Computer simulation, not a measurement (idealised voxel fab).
Presented below is a process module, voxel ribs on slabs.
Cross-sectional view cut (width: 155 nm; square cell size: 5 nm).
Format of a cross-section: grid, square cells. Given as bands. Order: top down. Band: one or more rows of cells. In this notation a band is specified by the heights of its top and bottom, in that order and in nm, after which its materials appear from left to right, each paired with its width in nm. The word "full width" attached to a single material means that material fills the band from edge to edge; the word "air" stands for empty space. Where do heights start? At 0: under that level the wafer as delivered is made of one material only. And the lowest band has no floor; it just carries on downward, as in "from 0 down". Think of "30->40" as a width that walks from the first number to the second as you go down the band, top row to bottom row, taking equal-sized steps from row to row. Step marked "nothing changed"? Then no cell in the cross-section changed in it. What "Closed cavity list" gives you is every empty space of 8 cells or more that is cut off from the top. Each appears as width x height at distance, with the distance taken from the left edge and width, height and distance all in nm. The remark found on a step's line after its settings is issued by the simulator itself and pertains to that step. overlay nm: right-of-plan distance of the mask on a masked step; negative values mean left-of-plan.

[This section lists the process steps that were planned]
1: RECEIVE with material Si
2: DIRECTIONAL_DEP with material SiO2, thk nm 20
3: DIRECTIONAL_DEP with material polySi, thk nm 20
4: PATTERN with tone cover, mask id RIB, material resist, width nm 20, thk nm 20, overlay nm 0
5: DIRECTIONAL_ETCH with etch materials polySi, depth nm 15
6: STRIP with etch materials resist
7: PATTERN with tone cover, mask id SLAB, material resist, width nm 60, thk nm 20, overlay nm 0
8: DIRECTIONAL_ETCH with etch materials polySi, depth nm 5
9: STRIP with etch materials resist
10: FILL_DEP with material SiO2, thk nm 25
11: CMP with height nm 60
12: DIRECTIONAL_DEP with material W, thk nm 5
13: PATTERN with tone cover, mask id HEATER, material resist, width nm 30, thk nm 15, overlay nm 0
14: DIRECTIONAL_ETCH with etch materials W, depth nm 5
15: STRIP with etch materials resist
16: CONFORMAL_DEP with material SiO2, thk nm 5

[Below: the first of two wafers, run as planned]

[So this is the incoming wafer in cross-section - it's already been through step 1]
- from 0 down | Si full width
- Closed cavity list: none

[Take a look at the wafer's cross-section after step 2]
- from 20 to 0 | SiO2 full width
- Rest of section, below 0: as before.

[Take a look at the wafer's cross-section after step 3]
- from 40 to 20 | polySi full width
- Rest of section, below 20: as before.

[Take a look at the wafer's cross-section after step 4]
- from 60 to 40 | air 65 nm, then resist 20 nm, then air 70 nm
- Rest of section, below 40: as before.

[Take a look at the wafer's cross-section after step 5]
- from 60 to 40 | air 65 nm, then resist 20 nm, then air 70 nm
- from 40 to 25 | air 65 nm, then polySi 20 nm, then air 70 nm
- Rest of section, below 25: as before.

[Take a look at the wafer's cross-section after step 6]
- from 40 to 25 | air 65 nm, then polySi 20 nm, then air 70 nm
- Rest of section, below 25: as before.

[Take a look at the wafer's cross-section after step 7]
- from 60 to 40 | air 45 nm, then resist 60 nm, then air 50 nm
- from 40 to 25 | air 45 nm, then resist 20 nm, then polySi 20 nm, then resist 20 nm, then air 50 nm
- Rest of section, below 25: as before.

[Take a look at the wafer's cross-section after step 8]
- from 60 to 40 | air 45 nm, then resist 60 nm, then air 50 nm
- from 40 to 25 | air 45 nm, then resist 20 nm, then polySi 20 nm, then resist 20 nm, then air 50 nm
- from 25 to 20 | air 45 nm, then polySi 60 nm, then air 50 nm
- Rest of section, below 20: as before.

[Take a look at the wafer's cross-section after step 9]
- from 40 to 25 | air 65 nm, then polySi 20 nm, then air 70 nm
- Rest of section, below 25: as before.

[Take a look at the wafer's cross-section after step 10]
- from 65 to 40 | SiO2 full width
- from 40 to 25 | SiO2 65 nm, then polySi 20 nm, then SiO2 70 nm
- from 25 to 20 | SiO2 45 nm, then polySi 60 nm, then SiO2 50 nm
- Rest of section, below 20: as before.

[Take a look at the wafer's cross-section after step 11]
- from 60 to 40 | SiO2 full width
- Rest of section, below 40: as before.

[Take a look at the wafer's cross-section after step 12]
- from 65 to 60 | W full width
- Rest of section, below 60: as before.

[Take a look at the wafer's cross-section after step 13]
- from 80 to 65 | air 60 nm, then resist 30 nm, then air 65 nm
- Rest of section, below 65: as before.

[Take a look at the wafer's cross-section after step 14]
- from 80 to 65 | air 60 nm, then resist 30 nm, then air 65 nm
- from 65 to 60 | air 60 nm, then W 30 nm, then air 65 nm
- Rest of section, below 60: as before.

[Take a look at the wafer's cross-section after step 15]
- from 65 to 60 | air 60 nm, then W 30 nm, then air 65 nm
- Rest of section, below 60: as before.

[Take a look at the wafer's cross-section after step 16]
- from 70 to 65 | air 55 nm, then SiO2 40 nm, then air 60 nm
- from 65 to 60 | SiO2 60 nm, then W 30 nm, then SiO2 65 nm
- Rest of section, below 60: as before.

[second wafer: like start, like plan, one mistake. Through step 1 it matches the first wafer]

[X-section, second wafer, when step 2 was due to finish]
- from 40 to 0 | SiO2 full width
- Rest of section, below 0: as before.

[X-section, second wafer, when step 3 was due to finish]
- from 60 to 40 | polySi full width
- Rest of section, below 40: as before.

[X-section, second wafer, when step 4 was due to finish]
- from 80 to 60 | air 65 nm, then resist 20 nm, then air 70 nm
- Rest of section, below 60: as before.

[X-section, second wafer, when step 5 was due to finish]
- from 80 to 60 | air 65 nm, then resist 20 nm, then air 70 nm
- from 60 to 45 | air 65 nm, then polySi 20 nm, then air 70 nm
- Rest of section, below 45: as before.

[X-section, second wafer, when step 6 was due to finish]
- from 60 to 45 | air 65 nm, then polySi 20 nm, then air 70 nm
- Rest of section, below 45: as before.

[X-section, second wafer, when step 7 was due to finish]
- from 80 to 60 | air 45 nm, then resist 60 nm, then air 50 nm
- from 60 to 45 | air 45 nm, then resist 20 nm, then polySi 20 nm, then resist 20 nm, then air 50 nm
- Rest of section, below 45: as before.

[X-section, second wafer, when step 8 was due to finish]
- from 80 to 60 | air 45 nm, then resist 60 nm, then air 50 nm
- from 60 to 45 | air 45 nm, then resist 20 nm, then polySi 20 nm, then resist 20 nm, then air 50 nm
- from 45 to 40 | air 45 nm, then polySi 60 nm, then air 50 nm
- Rest of section, below 40: as before.

[X-section, second wafer, when step 9 was due to finish]
- from 60 to 45 | air 65 nm, then polySi 20 nm, then air 70 nm
- Rest of section, below 45: as before.

[X-section, second wafer, when step 10 was due to finish]
- from 85 to 60 | SiO2 full width
- from 60 to 45 | SiO2 65 nm, then polySi 20 nm, then SiO2 70 nm
- from 45 to 40 | SiO2 45 nm, then polySi 60 nm, then SiO2 50 nm
- Rest of section, below 40: as before.

[X-section, second wafer, when step 11 was due to finish]
- from 60 to 45 | SiO2 65 nm, then polySi 20 nm, then SiO2 70 nm
- Rest of section, below 45: as before.

[X-section, second wafer, when step 12 was due to finish]
- from 65 to 60 | W full width
- Rest of section, below 60: as before.

[X-section, second wafer, when step 13 was due to finish]
- from 80 to 65 | air 60 nm, then resist 30 nm, then air 65 nm
- Rest of section, below 65: as before.

[X-section, second wafer, when step 14 was due to finish]
- from 80 to 65 | air 60 nm, then resist 30 nm, then air 65 nm
- from 65 to 60 | air 60 nm, then W 30 nm, then air 65 nm
- Rest of section, below 60: as before.

[X-section, second wafer, when step 15 was due to finish]
- from 65 to 60 | air 60 nm, then W 30 nm, then air 65 nm
- Rest of section, below 60: as before.

[X-section, second wafer, when step 16 was due to finish]
- from 70 to 65 | air 55 nm, then SiO2 40 nm, then air 60 nm
- from 65 to 60 | SiO2 60 nm, then W 30 nm, then SiO2 65 nm
- Rest of section, below 60: as before.
The plan and the run diverged here: step 2, plan: ran twice
So at the finish, the second wafer's got exactly as many cells of each material as the first, just not in the same spots.
